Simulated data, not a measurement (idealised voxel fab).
voxel gate over fins: a process module
220 nm wide, 5 nm square cells: that's cross-section cut.
Cross-sections here: square-cell grids, written as top-down lists of bands, a band being one or more rows of cells. Basically the band line says how high the top is and how high the bottom is, in nm, and then what's in it from left to right, every material with its width in nm. Empty space shows up as "blank", and if a single material carries "throughout" it runs the full band edge to edge. Note: height 0 marks the level under which the wafer is uniformly one material as received. Lowest band unbounded below, written "top 0, no bottom". Width spec "30->40" -> top row of cells at first value, bottom row at second value, equal per-row change in between. Where a step carries "stayed the same", the cross-section came out of it unchanged, cell for cell. "Closed void table": sealed empty spaces, 8 cells or more, no open way to top, listed width x height at distance, with distance from the left edge and width, height and distance in nm. Heads up: the bit after the settings on a step's line is the simulator's remark on that step. overlay nm: mask offset rightward from planned place, masked step; negative means leftward offset.
The following list gives the planned process steps:
1) RECEIVE [material Si]
2) CONFORMAL_DEP [material SiN] [thk nm 10]
3) PATTERN [tone cover] [mask id FINS] [material resist] [width nm 15] [pitch nm 50] [thk nm 20] [overlay nm -10]
4) DIRECTIONAL_ETCH [etch materials SiN] [depth nm 10]
5) DIRECTIONAL_ETCH [etch materials Si] [depth nm 40]
6) STRIP [etch materials resist]
7) OXIDIZE [depth nm 5]
8) FILL_DEP [material SiO2] [thk nm 5]
9) CMP [height nm 10]
10) DIRECTIONAL_DEP [material aC] [thk nm 10]
11) PATTERN [tone open] [mask id RAIL] [material resist] [width nm 15] [thk nm 25] [overlay nm 0]
12) DIRECTIONAL_ETCH [etch materials aC] [depth nm 10]
13) STRIP [etch materials resist]
14) DIRECTIONAL_ETCH [etch materials SiO2] [depth nm 45]
15) STRIP [etch materials aC]
16) CONFORMAL_DEP [material TiN] [thk nm 5]
17) FILL_DEP [material W] [thk nm 10]
18) CMP [height nm 10]
19) SELECTIVE_ETCH [etch materials W Ru TiN] [depth nm 30]
20) FILL_DEP [material SiO2] [thk nm 5]
21) CMP [height nm 10]
22) SELECTIVE_ETCH [etch materials SiO2] [depth nm 20]
23) STRIP [etch materials SiN]
24) CONFORMAL_DEP [material HfO2] [thk nm 5]
25) CONFORMAL_DEP [material TiN] [thk nm 5]
26) FILL_DEP [material W] [thk nm 15]
27) CMP [height nm 20]
28) CONFORMAL_DEP [material SiCN] [thk nm 5]
The wafers in this document start out alike and differ in the overlay nm applied at step 3; the plan shows the value used for the first wafer.
Incoming state of the first of several wafers in cross-section: after step 1:
  top 0, no bottom = Si throughout
  Closed void table: none
Rows = wafers. At module end, each row lists per material the cells gained (+) or lost (-) since the wafer was received, then the closed voids:
overlay nm -10, +60 HfO2, -360 Si, +44 SiCN, +271 SiO2, +67 TiN, +138 W, Closed void table: none
overlay nm -5, +60 HfO2, -360 Si, +44 SiCN, +271 SiO2, +67 TiN, +138 W, Closed void table: none
overlay nm 0, +60 HfO2, -360 Si, +44 SiCN, +271 SiO2, +67 TiN, +138 W, Closed void table: none
overlay nm 5, +60 HfO2, -360 Si, +44 SiCN, +271 SiO2, +67 TiN, +138 W, Closed void table: none
overlay nm 10, +60 HfO2, -360 Si, +44 SiCN, +271 SiO2, +67 TiN, +138 W, Closed void table: none
overlay nm 15, +60 HfO2, -360 Si, +44 SiCN, +274 SiO2, +66 TiN, +136 W, Closed void table: none
